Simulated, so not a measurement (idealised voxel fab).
process module | voxel self aligned contacts
Square cell edge 5 nm, section width 145 nm, ID cut.
When this document writes out a cross-section, it uses a grid of square cells and lists it as bands, beginning at the top and moving down, with a band standing for one or more rows of cells. Band entry format. Leading values: height of top, height of bottom, nm. Remainder: materials in left-to-right order, each with its width in nm. Special words: "full width" on a single material, which then fills the band edge to edge; "air", empty space. Below 0: as-received wafer, all one material; heights counted from there. Lowest band: no bottom, goes on down, written "0..down". Top row gets the first number, bottom row gets the second, and each row in between changes by the same step: that is how a band width like "30..40" works. Where the words "remains unaltered" appear for a step, the cross-section shows no cell changed by that step; every cell remained as before. This entry, "Sealed void list", enumerates those empty regions of no fewer than 8 cells that possess no open connection to the top. Each region is reported in the form width x height at distance, the distance being taken from the left edge, with all three quantities expressed in nm. Text after the settings on a step's line: the simulator's own remark on that step. When a step includes a mask, the "overlay nm" setting on its line states how far to the right of its planned place that mask lay, and negative values state how far to the left. Below you will find pairs of cross-sections. In each, one shows the wafer before one process step and the other after it, with the after view ending at the lowest band that changed. Under each pair is the step separating them, along with its settings. Do not assume the pairs form a chain: they can come from different runs of this module on the same starting wafer, and a pair continues from the pair above it only when its "Prior state" entry says so.
**Prior state**
    0..down  Si full width
    Sealed void list: none
**Resulting Cross-Section**
    5..0  SiO2 full width
    All layers under 0 are left as they were.
    Sealed void list: none
The step occurring between the two cross-sections depicted above is identified as CONFORMAL_DEP [material SiO2] [thk nm 5]
Prior state: refer to the pair immediately above; the cross-section shown after its step is the state before this one.
**Resulting Cross-Section**
    35..5  polySi full width
    All layers under 5 are left as they were.
    Sealed void list: none
The step occurring between the two cross-sections depicted above is identified as DIRECTIONAL_DEP [material polySi] [thk nm 30]
Prior state: refer to the pair immediately above; the cross-section shown after its step is the state before this one.
**Resulting Cross-Section**
    55..35  SiN full width
    All layers under 35 are left as they were.
    Sealed void list: none
The step occurring between the two cross-sections depicted above is identified as DIRECTIONAL_DEP [material SiN] [thk nm 20]
Prior state: refer to the pair immediately above; the cross-section shown after its step is the state before this one.
**Resulting Cross-Section**
    55..35  30 nm air; 25 nm SiN; 35 nm air; 25 nm SiN; 30 nm air
    All layers under 35 are left as they were.
    Sealed void list: none
The step occurring between the two cross-sections depicted above is identified as MASKED_ETCH [tone cover] [mask id GATE] [width nm 25] [pitch nm 60] [etch materials SiN] [depth nm 20] [overlay nm 0]
Prior state: refer to the pair immediately above; the cross-section shown after its step is the state before this one.
**Resulting Cross-Section**
    55..35  30 nm air; 25 nm SiN; 35 nm air; 25 nm SiN; 30 nm air
    35..5  30 nm air; 25 nm polySi; 35 nm air; 25 nm polySi; 30 nm air
    All layers under 5 are left as they were.
    Sealed void list: none
The step occurring between the two cross-sections depicted above is identified as MASKED_ETCH [tone cover] [mask id GATE] [width nm 25] [pitch nm 60] [etch materials polySi] [depth nm 30] [overlay nm 0]
Prior state: refer to the pair immediately above; the cross-section shown after its step is the state before this one.
**Resulting Cross-Section**
    60..35  25 nm air; 35 nm SiN; 25 nm air; 35 nm SiN; 25 nm air
    35..10  25 nm air; 5 nm SiN; 25 nm polySi; 5 nm SiN; 25 nm air; 5 nm SiN; 25 nm polySi; 5 nm SiN; 25 nm air
    10..5  30 nm SiN; 25 nm polySi; 35 nm SiN; 25 nm polySi; 30 nm SiN
    All layers under 5 are left as they were.
    Sealed void list: none
The step occurring between the two cross-sections depicted above is identified as CONFORMAL_DEP [material SiN] [thk nm 5]
Prior state: refer to the pair immediately above; the cross-section shown after its step is the state before this one.
**Resulting Cross-Section**
    55..35  25 nm air; 35 nm SiN; 25 nm air; 35 nm SiN; 25 nm air
    35..5  25 nm air; 5 nm SiN; 25 nm polySi; 5 nm SiN; 25 nm air; 5 nm SiN; 25 nm polySi; 5 nm SiN; 25 nm air
    All layers under 5 are left as they were.
    Sealed void list: none
The step occurring between the two cross-sections depicted above is identified as DIRECTIONAL_ETCH [etch materials SiN] [depth nm 5]
Prior state: refer to the pair immediately above; the cross-section shown after its step is the state before this one.
**Resulting Cross-Section**
    75..55  SiO2 full width
    55..35  25 nm SiO2; 35 nm SiN; 25 nm SiO2; 35 nm SiN; 25 nm SiO2
    35..5  25 nm SiO2; 5 nm SiN; 25 nm polySi; 5 nm SiN; 25 nm SiO2; 5 nm SiN; 25 nm polySi; 5 nm SiN; 25 nm SiO2
    All layers under 5 are left as they were.
    Sealed void list: none
The step occurring between the two cross-sections depicted above is identified as FILL_DEP [material SiO2] [thk nm 20]
Prior state: refer to the pair immediately above; the cross-section shown after its step is the state before this one.
**Resulting Cross-Section**
    65..55  SiO2 full width
    All layers under 55 are left as they were.
    Sealed void list: none
The step occurring between the two cross-sections depicted above is identified as CMP [height nm 65]
Prior state: refer to the pair immediately above; the cross-section shown after its step is the state before this one.
**Resulting Cross-Section**
    80..65  aC full width
    All layers under 65 are left as they were.
    Sealed void list: none
The step occurring between the two cross-sections depicted above is identified as DIRECTIONAL_DEP [material aC] [thk nm 15]
Prior state: refer to the pair immediately above; the cross-section shown after its step is the state before this one.
**Resulting Cross-Section**
    110..80  50 nm resist; 45 nm air; 50 nm resist
    All layers under 80 are left as they were.
    Sealed void list: none
The step occurring between the two cross-sections depicted above is identified as PATTERN [tone open] [mask id CONTACT] [material resist] [width nm 45] [thk nm 30] [overlay nm 0]
Prior state: refer to the pair immediately above; the cross-section shown after its step is the state before this one.
**Resulting Cross-Section**
    95..80  50 nm resist; 45 nm air; 50 nm resist
    80..65  50 nm aC; 45 nm air; 50 nm aC
    All layers under 65 are left as they were.
    Sealed void list: none
The step occurring between the two cross-sections depicted above is identified as DIRECTIONAL_ETCH [etch materials aC] [depth nm 15]
Prior state: refer to the pair immediately above; the cross-section shown after its step is the state before this one.
**Resulting Cross-Section**
    80..65  50 nm aC; 45 nm air; 50 nm aC
    All layers under 65 are left as they were.
    Sealed void list: none
The step occurring between the two cross-sections depicted above is identified as STRIP [etch materials resist]
Prior state: refer to the pair immediately above; the cross-section shown after its step is the state before this one.
**Resulting Cross-Section**
    80..65  50 nm aC; 45 nm air; 50 nm aC
    65..55  50 nm SiO2; 45 nm air; 50 nm SiO2
    55..35  25 nm SiO2; 35 nm SiN; 25 nm air; 35 nm SiN; 25 nm SiO2
    35..5  25 nm SiO2; 5 nm SiN; 25 nm polySi; 5 nm SiN; 25 nm air; 5 nm SiN; 25 nm polySi; 5 nm SiN; 25 nm SiO2
    5..0  60 nm SiO2; 25 nm air; 60 nm SiO2
    All layers under 0 are left as they were.
    Sealed void list: none
The step occurring between the two cross-sections depicted above is identified as DIRECTIONAL_ETCH [etch materials SiO2] [depth nm 65]
Prior state: refer to the pair immediately above; the cross-section shown after its step is the state before this one.
**Resulting Cross-Section**
    65..55  50 nm SiO2; 45 nm air; 50 nm SiO2
    All layers under 55 are left as they were.
    Sealed void list: none
The step occurring between the two cross-sections depicted above is identified as STRIP [etch materials aC]
Prior state: refer to the pair immediately above; the cross-section shown after its step is the state before this one.
**Resulting Cross-Section**
    70..65  55 nm TiN; 35 nm air; 55 nm TiN
    65..55  50 nm SiO2; 5..15 nm TiN; 35..15 nm air; 5..15 nm TiN; 50 nm SiO2
    55..35  25 nm SiO2; 35 nm SiN; 5 nm TiN; 15 nm air; 5 nm TiN; 35 nm SiN; 25 nm SiO2
    35..5  25 nm SiO2; 5 nm SiN; 25 nm polySi; 5 nm SiN; 5 nm TiN; 15 nm air; 5 nm TiN; 5 nm SiN; 25 nm polySi; 5 nm SiN; 25 nm SiO2
    5..0  60 nm SiO2; 25 nm TiN; 60 nm SiO2
    All layers under 0 are left as they were.
    Sealed void list: none
The step occurring between the two cross-sections depicted above is identified as CONFORMAL_DEP [material TiN] [thk nm 5]
Prior state: refer to the pair immediately above; the cross-section shown after its step is the state before this one.
**Resulting Cross-Section**
    75..70  Ru full width
    70..65  55 nm TiN; 35 nm Ru; 55 nm TiN
    65..55  50 nm SiO2; 5..15 nm TiN; 35..15 nm Ru; 5..15 nm TiN; 50 nm SiO2
    55..35  25 nm SiO2; 35 nm SiN; 5 nm TiN; 15 nm Ru; 5 nm TiN; 35 nm SiN; 25 nm SiO2
    35..5  25 nm SiO2; 5 nm SiN; 25 nm polySi; 5 nm SiN; 5 nm TiN; 15 nm Ru; 5 nm TiN; 5 nm SiN; 25 nm polySi; 5 nm SiN; 25 nm SiO2
    All layers under 5 are left as they were.
    Sealed void list: none
The step occurring between the two cross-sections depicted above is identified as FILL_DEP [material Ru] [thk nm 5]
Prior state: refer to the pair immediately above; the cross-section shown after its step is the state before this one.
**Resulting Cross-Section**
    65..55  50 nm SiO2; 5..15 nm TiN; 35..15 nm Ru; 5..15 nm TiN; 50 nm SiO2
    All layers under 55 are left as they were.
    Sealed void list: none
The step occurring between the two cross-sections depicted above is identified as CMP [height nm 65]
Prior state: refer to the pair immediately above; the cross-section shown after its step is the state before this one.
**Resulting Cross-Section**
    70..65  SiN full width
    All layers under 65 are left as they were.
    Sealed void list: none
The step occurring between the two cross-sections depicted above is identified as CONFORMAL_DEP [material SiN] [thk nm 5]
**Prior state**
    0..down  Si full width
    Sealed void list: none
**Resulting Cross-Section**
    30..0  polySi full width
    All layers under 0 are left as they were.
    Sealed void list: none
The step occurring between the two cross-sections depicted above is identified as DIRECTIONAL_DEP [material polySi] [thk nm 30]
Prior state: refer to the pair immediately above; the cross-section shown after its step is the state before this one.
**Resulting Cross-Section**
    50..30  SiN full width
    All layers under 30 are left as they were.
    Sealed void list: none
The step occurring between the two cross-sections depicted above is identified as DIRECTIONAL_DEP [material SiN] [thk nm 20]
Prior state: refer to the pair immediately above; the cross-section shown after its step is the state before this one.
**Resulting Cross-Section**
    50..30  30 nm air; 25 nm SiN; 35 nm air; 25 nm SiN; 30 nm air
    All layers under 30 are left as they were.
    Sealed void list: none
The step occurring between the two cross-sections depicted above is identified as MASKED_ETCH [tone cover] [mask id GATE] [width nm 25] [pitch nm 60] [etch materials SiN] [depth nm 20] [overlay nm 0]
Prior state: refer to the pair immediately above; the cross-section shown after its step is the state before this one.
**Resulting Cross-Section**
    50..30  30 nm air; 25 nm SiN; 35 nm air; 25 nm SiN; 30 nm air
    30..0  30 nm air; 25 nm polySi; 35 nm air; 25 nm polySi; 30 nm air
    All layers under 0 are left as they were.
    Sealed void list: none
The step occurring between the two cross-sections depicted above is identified as MASKED_ETCH [tone cover] [mask id GATE] [width nm 25] [pitch nm 60] [etch materials polySi] [depth nm 30] [overlay nm 0]
Prior state: refer to the pair immediately above; the cross-section shown after its step is the state before this one.
**Resulting Cross-Section**
    55..30  25 nm air; 35 nm SiN; 25 nm air; 35 nm SiN; 25 nm air
    30..5  25 nm air; 5 nm SiN; 25 nm polySi; 5 nm SiN; 25 nm air; 5 nm SiN; 25 nm polySi; 5 nm SiN; 25 nm air
    5..0  30 nm SiN; 25 nm polySi; 35 nm SiN; 25 nm polySi; 30 nm SiN
    All layers under 0 are left as they were.
    Sealed void list: none
The step occurring between the two cross-sections depicted above is identified as CONFORMAL_DEP [material SiN] [thk nm 5]
Prior state: refer to the pair immediately above; the cross-section shown after its step is the state before this one.
**Resulting Cross-Section**
    50..30  25 nm air; 35 nm SiN; 25 nm air; 35 nm SiN; 25 nm air
    30..0  25 nm air; 5 nm SiN; 25 nm polySi; 5 nm SiN; 25 nm air; 5 nm SiN; 25 nm polySi; 5 nm SiN; 25 nm air
    All layers under 0 are left as they were.
    Sealed void list: none
The step occurring between the two cross-sections depicted above is identified as DIRECTIONAL_ETCH [etch materials SiN] [depth nm 5]
Prior state: refer to the pair immediately above; the cross-section shown after its step is the state before this one.
**Resulting Cross-Section**
    70..50  SiO2 full width
    50..30  25 nm SiO2; 35 nm SiN; 25 nm SiO2; 35 nm SiN; 25 nm SiO2
    30..0  25 nm SiO2; 5 nm SiN; 25 nm polySi; 5 nm SiN; 25 nm SiO2; 5 nm SiN; 25 nm polySi; 5 nm SiN; 25 nm SiO2
    All layers under 0 are left as they were.
    Sealed void list: none
The step occurring between the two cross-sections depicted above is identified as FILL_DEP [material SiO2] [thk nm 20]
Prior state: refer to the pair immediately above; the cross-section shown after its step is the state before this one.
**Resulting Cross-Section**
    65..50  SiO2 full width
    All layers under 50 are left as they were.
    Sealed void list: none
The step occurring between the two cross-sections depicted above is identified as CMP [height nm 65]
Prior state: refer to the pair immediately above; the cross-section shown after its step is the state before this one.
**Resulting Cross-Section**
    80..65  aC full width
    All layers under 65 are left as they were.
    Sealed void list: none
The step occurring between the two cross-sections depicted above is identified as DIRECTIONAL_DEP [material aC] [thk nm 15]
Prior state: refer to the pair immediately above; the cross-section shown after its step is the state before this one.
**Resulting Cross-Section**
    110..80  50 nm resist; 45 nm air; 50 nm resist
    All layers under 80 are left as they were.
    Sealed void list: none
The step occurring between the two cross-sections depicted above is identified as PATTERN [tone open] [mask id CONTACT] [material resist] [width nm 45] [thk nm 30] [overlay nm 0]
Prior state: refer to the pair immediately above; the cross-section shown after its step is the state before this one.
**Resulting Cross-Section**
    95..80  50 nm resist; 45 nm air; 50 nm resist
    80..65  50 nm aC; 45 nm air; 50 nm aC
    All layers under 65 are left as they were.
    Sealed void list: none
The step occurring between the two cross-sections depicted above is identified as DIRECTIONAL_ETCH [etch materials aC] [depth nm 15]
Prior state: refer to the pair immediately above; the cross-section shown after its step is the state before this one.
**Resulting Cross-Section**
    80..65  50 nm aC; 45 nm air; 50 nm aC
    All layers under 65 are left as they were.
    Sealed void list: none
The step occurring between the two cross-sections depicted above is identified as STRIP [etch materials resist]
Prior state: refer to the pair immediately above; the cross-section shown after its step is the state before this one.
**Resulting Cross-Section**
    80..65  50 nm aC; 45 nm air; 50 nm aC
    65..50  50 nm SiO2; 45 nm air; 50 nm SiO2
    50..30  25 nm SiO2; 35 nm SiN; 25 nm air; 35 nm SiN; 25 nm SiO2
    30..0  25 nm SiO2; 5 nm SiN; 25 nm polySi; 5 nm SiN; 25 nm air; 5 nm SiN; 25 nm polySi; 5 nm SiN; 25 nm SiO2
    All layers under 0 are left as they were.
    Sealed void list: none
The step occurring between the two cross-sections depicted above is identified as DIRECTIONAL_ETCH [etch materials SiO2] [depth nm 65]
Prior state: refer to the pair immediately above; the cross-section shown after its step is the state before this one.
**Resulting Cross-Section**
    65..50  50 nm SiO2; 45 nm air; 50 nm SiO2
    All layers under 50 are left as they were.
    Sealed void list: none
The step occurring between the two cross-sections depicted above is identified as STRIP [etch materials aC]
Prior state: refer to the pair immediately above; the cross-section shown after its step is the state before this one.
**Resulting Cross-Section**
    70..65  55 nm TiN; 35 nm air; 55 nm TiN
    65..55  50 nm SiO2; 5 nm TiN; 35 nm air; 5 nm TiN; 50 nm SiO2
    55..50  50 nm SiO2; 15 nm TiN; 15 nm air; 15 nm TiN; 50 nm SiO2
    50..30  25 nm SiO2; 35 nm SiN; 5 nm TiN; 15 nm air; 5 nm TiN; 35 nm SiN; 25 nm SiO2
    30..5  25 nm SiO2; 5 nm SiN; 25 nm polySi; 5 nm SiN; 5 nm TiN; 15 nm air; 5 nm TiN; 5 nm SiN; 25 nm polySi; 5 nm SiN; 25 nm SiO2
    5..0  25 nm SiO2; 5 nm SiN; 25 nm polySi; 5 nm SiN; 25 nm TiN; 5 nm SiN; 25 nm polySi; 5 nm SiN; 25 nm SiO2
    All layers under 0 are left as they were.
    Sealed void list: none
The step occurring between the two cross-sections depicted above is identified as CONFORMAL_DEP [material TiN] [thk nm 5]
Prior state: refer to the pair immediately above; the cross-section shown after its step is the state before this one.
**Resulting Cross-Section**
    75..70  Ru full width
    70..65  55 nm TiN; 35 nm Ru; 55 nm TiN
    65..55  50 nm SiO2; 5 nm TiN; 35 nm Ru; 5 nm TiN; 50 nm SiO2
    55..50  50 nm SiO2; 15 nm TiN; 15 nm Ru; 15 nm TiN; 50 nm SiO2
    50..30  25 nm SiO2; 35 nm SiN; 5 nm TiN; 15 nm Ru; 5 nm TiN; 35 nm SiN; 25 nm SiO2
    30..5  25 nm SiO2; 5 nm SiN; 25 nm polySi; 5 nm SiN; 5 nm TiN; 15 nm Ru; 5 nm TiN; 5 nm SiN; 25 nm polySi; 5 nm SiN; 25 nm SiO2
    All layers under 5 are left as they were.
    Sealed void list: none
The step occurring between the two cross-sections depicted above is identified as FILL_DEP [material Ru] [thk nm 5]
Prior state: refer to the pair immediately above; the cross-section shown after its step is the state before this one.
**Resulting Cross-Section**
    65..55  50 nm SiO2; 5 nm TiN; 35 nm Ru; 5 nm TiN; 50 nm SiO2
    All layers under 55 are left as they were.
    Sealed void list: none
The step occurring between the two cross-sections depicted above is identified as CMP [height nm 65]
Prior state: refer to the pair immediately above; the cross-section shown after its step is the state before this one.
**Resulting Cross-Section**
    70..65  SiN full width
    All layers under 65 are left as they were.
    Sealed void list: none
The step occurring between the two cross-sections depicted above is identified as CONFORMAL_DEP [material SiN] [thk nm 5]
**Prior state**
    55..35  SiN full width
    35..5  polySi full width
    5..0  SiO2 full width
    0..down  Si full width
    Sealed void list: none
**Resulting Cross-Section**
    75..35  SiN full width
    All layers under 35 are left as they were.
    Sealed void list: none
The step occurring between the two cross-sections depicted above is identified as DIRECTIONAL_DEP [material SiN] [thk nm 20]
Prior state: refer to the pair immediately above; the cross-section shown after its step is the state before this one.
**Resulting Cross-Section**
    75..55  30 nm air; 25 nm SiN; 35 nm air; 25 nm SiN; 30 nm air
    All layers under 55 are left as they were.
    Sealed void list: none
The step occurring between the two cross-sections depicted above is identified as MASKED_ETCH [tone cover] [mask id GATE] [width nm 25] [pitch nm 60] [etch materials SiN] [depth nm 20] [overlay nm 0]
Prior state: refer to the pair immediately above; the cross-section shown after its step is the state before this one.
**Resulting Cross-Section**
    80..60  25 nm air; 35 nm SiN; 25 nm air; 35 nm SiN; 25 nm air
    60..35  SiN full width
    All layers under 35 are left as they were.
    Sealed void list: none
The step occurring between the two cross-sections depicted above is identified as CONFORMAL_DEP [material SiN] [thk nm 5]
Prior state: refer to the pair immediately above; the cross-section shown after its step is the state before this one.
**Resulting Cross-Section**
    75..55  25 nm air; 35 nm SiN; 25 nm air; 35 nm SiN; 25 nm air
    All layers under 55 are left as they were.
    Sealed void list: none
The step occurring between the two cross-sections depicted above is identified as DIRECTIONAL_ETCH [etch materials SiN] [depth nm 5]
Prior state: refer to the pair immediately above; the cross-section shown after its step is the state before this one.
**Resulting Cross-Section**
    95..75  SiO2 full width
    75..55  25 nm SiO2; 35 nm SiN; 25 nm SiO2; 35 nm SiN; 25 nm SiO2
    All layers under 55 are left as they were.
    Sealed void list: none
The step occurring between the two cross-sections depicted above is identified as FILL_DEP [material SiO2] [thk nm 20]
Prior state: refer to the pair immediately above; the cross-section shown after its step is the state before this one.
**Resulting Cross-Section**
    65..55  25 nm SiO2; 35 nm SiN; 25 nm SiO2; 35 nm SiN; 25 nm SiO2
    All layers under 55 are left as they were.
    Sealed void list: none
The step occurring between the two cross-sections depicted above is identified as CMP [height nm 65]
Prior state: refer to the pair immediately above; the cross-section shown after its step is the state before this one.
**Resulting Cross-Section**
    80..65  aC full width
    All layers under 65 are left as they were.
    Sealed void list: none
The step occurring between the two cross-sections depicted above is identified as DIRECTIONAL_DEP [material aC] [thk nm 15]
Prior state: refer to the pair immediately above; the cross-section shown after its step is the state before this one.
**Resulting Cross-Section**
    110..80  50 nm resist; 45 nm air; 50 nm resist
    All layers under 80 are left as they were.
    Sealed void list: none
The step occurring between the two cross-sections depicted above is identified as PATTERN [tone open] [mask id CONTACT] [material resist] [width nm 45] [thk nm 30] [overlay nm 0]
Prior state: refer to the pair immediately above; the cross-section shown after its step is the state before this one.
**Resulting Cross-Section**
    95..80  50 nm resist; 45 nm air; 50 nm resist
    80..65  50 nm aC; 45 nm air; 50 nm aC
    All layers under 65 are left as they were.
    Sealed void list: none
The step occurring between the two cross-sections depicted above is identified as DIRECTIONAL_ETCH [etch materials aC] [depth nm 15]
Prior state: refer to the pair immediately above; the cross-section shown after its step is the state before this one.
**Resulting Cross-Section**
    80..65  50 nm aC; 45 nm air; 50 nm aC
    All layers under 65 are left as they were.
    Sealed void list: none
The step occurring between the two cross-sections depicted above is identified as STRIP [etch materials resist]
Prior state: refer to the pair immediately above; the cross-section shown after its step is the state before this one.
**Resulting Cross-Section**
    80..65  50 nm aC; 45 nm air; 50 nm aC
    65..55  25 nm SiO2; 35 nm SiN; 25 nm air; 35 nm SiN; 25 nm SiO2
    All layers under 55 are left as they were.
    Sealed void list: none
The step occurring between the two cross-sections depicted above is identified as DIRECTIONAL_ETCH [etch materials SiO2] [depth nm 65]
Prior state: refer to the pair immediately above; the cross-section shown after its step is the state before this one.
**Resulting Cross-Section**
    65..55  25 nm SiO2; 35 nm SiN; 25 nm air; 35 nm SiN; 25 nm SiO2
    All layers under 55 are left as they were.
    Sealed void list: none
The step occurring between the two cross-sections depicted above is identified as STRIP [etch materials aC]
Prior state: refer to the pair immediately above; the cross-section shown after its step is the state before this one.
**Resulting Cross-Section**
    70..65  65 nm TiN; 15 nm air; 65 nm TiN
    65..60  25 nm SiO2; 35 nm SiN; 5 nm TiN; 15 nm air; 5 nm TiN; 35 nm SiN; 25 nm SiO2
    60..55  25 nm SiO2; 35 nm SiN; 25 nm TiN; 35 nm SiN; 25 nm SiO2
    All layers under 55 are left as they were.
    Sealed void list: none
The step occurring between the two cross-sections depicted above is identified as CONFORMAL_DEP [material TiN] [thk nm 5]
Prior state: refer to the pair immediately above; the cross-section shown after its step is the state before this one.
**Resulting Cross-Section**
    75..70  Ru full width
    70..65  65 nm TiN; 15 nm Ru; 65 nm TiN
    65..60  25 nm SiO2; 35 nm SiN; 5 nm TiN; 15 nm Ru; 5 nm TiN; 35 nm SiN; 25 nm SiO2
    All layers under 60 are left as they were.
    Sealed void list: none
The step occurring between the two cross-sections depicted above is identified as FILL_DEP [material Ru] [thk nm 5]
Prior state: refer to the pair immediately above; the cross-section shown after its step is the state before this one.
**Resulting Cross-Section**
    65..60  25 nm SiO2; 35 nm SiN; 5 nm TiN; 15 nm Ru; 5 nm TiN; 35 nm SiN; 25 nm SiO2
    All layers under 60 are left as they were.
    Sealed void list: none
The step occurring between the two cross-sections depicted above is identified as CMP [height nm 65]
Prior state: refer to the pair immediately above; the cross-section shown after its step is the state before this one.
**Resulting Cross-Section**
    70..65  SiN full width
    All layers under 65 are left as they were.
    Sealed void list: none
The step occurring between the two cross-sections depicted above is identified as CONFORMAL_DEP [material SiN] [thk nm 5]
**Prior state**
    55..35  30 nm air; 25 nm SiN; 35 nm air; 25 nm SiN; 30 nm air
    35..5  30 nm air; 25 nm polySi; 35 nm air; 25 nm polySi; 30 nm air
    5..0  SiO2 full width
    0..down  Si full width
    Sealed void list: none
**Resulting Cross-Section**
    50..35  30 nm air; 25 nm SiN; 35 nm air; 25 nm SiN; 30 nm air
    All layers under 35 are left as they were.
    Sealed void list: none
The step occurring between the two cross-sections depicted above is identified as DIRECTIONAL_ETCH [etch materials SiN] [depth nm 5]
Prior state: refer to the pair immediately above; the cross-section shown after its step is the state before this one.
**Resulting Cross-Section**
    55..35  25 nm air; 35 nm SiN; 25 nm air; 35 nm SiN; 25 nm air
    35..10  25 nm air; 5 nm SiN; 25 nm polySi; 5 nm SiN; 25 nm air; 5 nm SiN; 25 nm polySi; 5 nm SiN; 25 nm air
    10..5  30 nm SiN; 25 nm polySi; 35 nm SiN; 25 nm polySi; 30 nm SiN
    All layers under 5 are left as they were.
    Sealed void list: none
The step occurring between the two cross-sections depicted above is identified as CONFORMAL_DEP [material SiN] [thk nm 5]
Prior state: refer to the pair immediately above; the cross-section shown after its step is the state before this one.
**Resulting Cross-Section**
    75..55  SiO2 full width
    55..35  25 nm SiO2; 35 nm SiN; 25 nm SiO2; 35 nm SiN; 25 nm SiO2
    35..10  25 nm SiO2; 5 nm SiN; 25 nm polySi; 5 nm SiN; 25 nm SiO2; 5 nm SiN; 25 nm polySi; 5 nm SiN; 25 nm SiO2
    All layers under 10 are left as they were.
    Sealed void list: none
The step occurring between the two cross-sections depicted above is identified as FILL_DEP [material SiO2] [thk nm 20]
Prior state: refer to the pair immediately above; the cross-section shown after its step is the state before this one.
**Resulting Cross-Section**
    65..55  SiO2 full width
    All layers under 55 are left as they were.
    Sealed void list: none
The step occurring between the two cross-sections depicted above is identified as CMP [height nm 65]
Prior state: refer to the pair immediately above; the cross-section shown after its step is the state before this one.
**Resulting Cross-Section**
    80..65  aC full width
    All layers under 65 are left as they were.
    Sealed void list: none
The step occurring between the two cross-sections depicted above is identified as DIRECTIONAL_DEP [material aC] [thk nm 15]
Prior state: refer to the pair immediately above; the cross-section shown after its step is the state before this one.
**Resulting Cross-Section**
    110..80  50 nm resist; 45 nm air; 50 nm resist
    All layers under 80 are left as they were.
    Sealed void list: none
The step occurring between the two cross-sections depicted above is identified as PATTERN [tone open] [mask id CONTACT] [material resist] [width nm 45] [thk nm 30] [overlay nm 0]
Prior state: refer to the pair immediately above; the cross-section shown after its step is the state before this one.
**Resulting Cross-Section**
    95..80  50 nm resist; 45 nm air; 50 nm resist
    80..65  50 nm aC; 45 nm air; 50 nm aC
    All layers under 65 are left as they were.
    Sealed void list: none
The step occurring between the two cross-sections depicted above is identified as DIRECTIONAL_ETCH [etch materials aC] [depth nm 15]
Prior state: refer to the pair immediately above; the cross-section shown after its step is the state before this one.
**Resulting Cross-Section**
    80..65  50 nm aC; 45 nm air; 50 nm aC
    All layers under 65 are left as they were.
    Sealed void list: none
The step occurring between the two cross-sections depicted above is identified as STRIP [etch materials resist]
Prior state: refer to the pair immediately above; the cross-section shown after its step is the state before this one.
**Resulting Cross-Section**
    80..65  50 nm aC; 45 nm air; 50 nm aC
    65..55  50 nm SiO2; 45 nm air; 50 nm SiO2
    55..35  25 nm SiO2; 35 nm SiN; 25 nm air; 35 nm SiN; 25 nm SiO2
    35..10  25 nm SiO2; 5 nm SiN; 25 nm polySi; 5 nm SiN; 25 nm air; 5 nm SiN; 25 nm polySi; 5 nm SiN; 25 nm SiO2
    All layers under 10 are left as they were.
    Sealed void list: none
The step occurring between the two cross-sections depicted above is identified as DIRECTIONAL_ETCH [etch materials SiO2] [depth nm 65]
Prior state: refer to the pair immediately above; the cross-section shown after its step is the state before this one.
**Resulting Cross-Section**
    65..55  50 nm SiO2; 45 nm air; 50 nm SiO2
    All layers under 55 are left as they were.
    Sealed void list: none
The step occurring between the two cross-sections depicted above is identified as STRIP [etch materials aC]
Prior state: refer to the pair immediately above; the cross-section shown after its step is the state before this one.
**Resulting Cross-Section**
    70..65  55 nm TiN; 35 nm air; 55 nm TiN
    65..55  50 nm SiO2; 5..15 nm TiN; 35..15 nm air; 5..15 nm TiN; 50 nm SiO2
    55..35  25 nm SiO2; 35 nm SiN; 5 nm TiN; 15 nm air; 5 nm TiN; 35 nm SiN; 25 nm SiO2
    35..15  25 nm SiO2; 5 nm SiN; 25 nm polySi; 5 nm SiN; 5 nm TiN; 15 nm air; 5 nm TiN; 5 nm SiN; 25 nm polySi; 5 nm SiN; 25 nm SiO2
    15..10  25 nm SiO2; 5 nm SiN; 25 nm polySi; 5 nm SiN; 25 nm TiN; 5 nm SiN; 25 nm polySi; 5 nm SiN; 25 nm SiO2
    All layers under 10 are left as they were.
    Sealed void list: none
The step occurring between the two cross-sections depicted above is identified as CONFORMAL_DEP [material TiN] [thk nm 5]
Prior state: refer to the pair immediately above; the cross-section shown after its step is the state before this one.
**Resulting Cross-Section**
    75..70  Ru full width
    70..65  55 nm TiN; 35 nm Ru; 55 nm TiN
    65..55  50 nm SiO2; 5..15 nm TiN; 35..15 nm Ru; 5..15 nm TiN; 50 nm SiO2
    55..35  25 nm SiO2; 35 nm SiN; 5 nm TiN; 15 nm Ru; 5 nm TiN; 35 nm SiN; 25 nm SiO2
    35..15  25 nm SiO2; 5 nm SiN; 25 nm polySi; 5 nm SiN; 5 nm TiN; 15 nm Ru; 5 nm TiN; 5 nm SiN; 25 nm polySi; 5 nm SiN; 25 nm SiO2
    All layers under 15 are left as they were.
    Sealed void list: none
The step occurring between the two cross-sections depicted above is identified as FILL_DEP [material Ru] [thk nm 5]
Prior state: refer to the pair immediately above; the cross-section shown after its step is the state before this one.
**Resulting Cross-Section**
    65..55  50 nm SiO2; 5..15 nm TiN; 35..15 nm Ru; 5..15 nm TiN; 50 nm SiO2
    All layers under 55 are left as they were.
    Sealed void list: none
The step occurring between the two cross-sections depicted above is identified as CMP [height nm 65]
Prior state: refer to the pair immediately above; the cross-section shown after its step is the state before this one.
**Resulting Cross-Section**
    70..65  SiN full width
    All layers under 65 are left as they were.
    Sealed void list: none
The step occurring between the two cross-sections depicted above is identified as CONFORMAL_DEP [material SiN] [thk nm 5]
**Prior state**
    55..35  SiN full width
    35..5  polySi full width
    5..0  SiO2 full width
    0..down  Si full width
    Sealed void list: none
**Resulting Cross-Section**
    55..40  30 nm air; 25 nm SiN; 35 nm air; 25 nm SiN; 30 nm air
    All layers under 40 are left as they were.
    Sealed void list: none
The step occurring between the two cross-sections depicted above is identified as MASKED_ETCH [tone cover] [mask id GATE] [width nm 25] [pitch nm 60] [etch materials SiN] [depth nm 15] [overlay nm 0]
Prior state: refer to the pair immediately above; the cross-section shown after its step is the state before this one.
**Resulting Cross-Section**
    60..45  25 nm air; 35 nm SiN; 25 nm air; 35 nm SiN; 25 nm air
    45..35  SiN full width
    All layers under 35 are left as they were.
    Sealed void list: none
The step occurring between the two cross-sections depicted above is identified as CONFORMAL_DEP [material SiN] [thk nm 5]
Prior state: refer to the pair immediately above; the cross-section shown after its step is the state before this one.
**Resulting Cross-Section**
    55..40  25 nm air; 35 nm SiN; 25 nm air; 35 nm SiN; 25 nm air
    All layers under 40 are left as they were.
    Sealed void list: none
The step occurring between the two cross-sections depicted above is identified as DIRECTIONAL_ETCH [etch materials SiN] [depth nm 5]
Prior state: refer to the pair immediately above; the cross-section shown after its step is the state before this one.
**Resulting Cross-Section**
    75..55  SiO2 full width
    55..40  25 nm SiO2; 35 nm SiN; 25 nm SiO2; 35 nm SiN; 25 nm SiO2
    All layers under 40 are left as they were.
    Sealed void list: none
The step occurring between the two cross-sections depicted above is identified as FILL_DEP [material SiO2] [thk nm 20]
Prior state: refer to the pair immediately above; the cross-section shown after its step is the state before this one.
**Resulting Cross-Section**
    65..55  SiO2 full width
    All layers under 55 are left as they were.
    Sealed void list: none
The step occurring between the two cross-sections depicted above is identified as CMP [height nm 65]
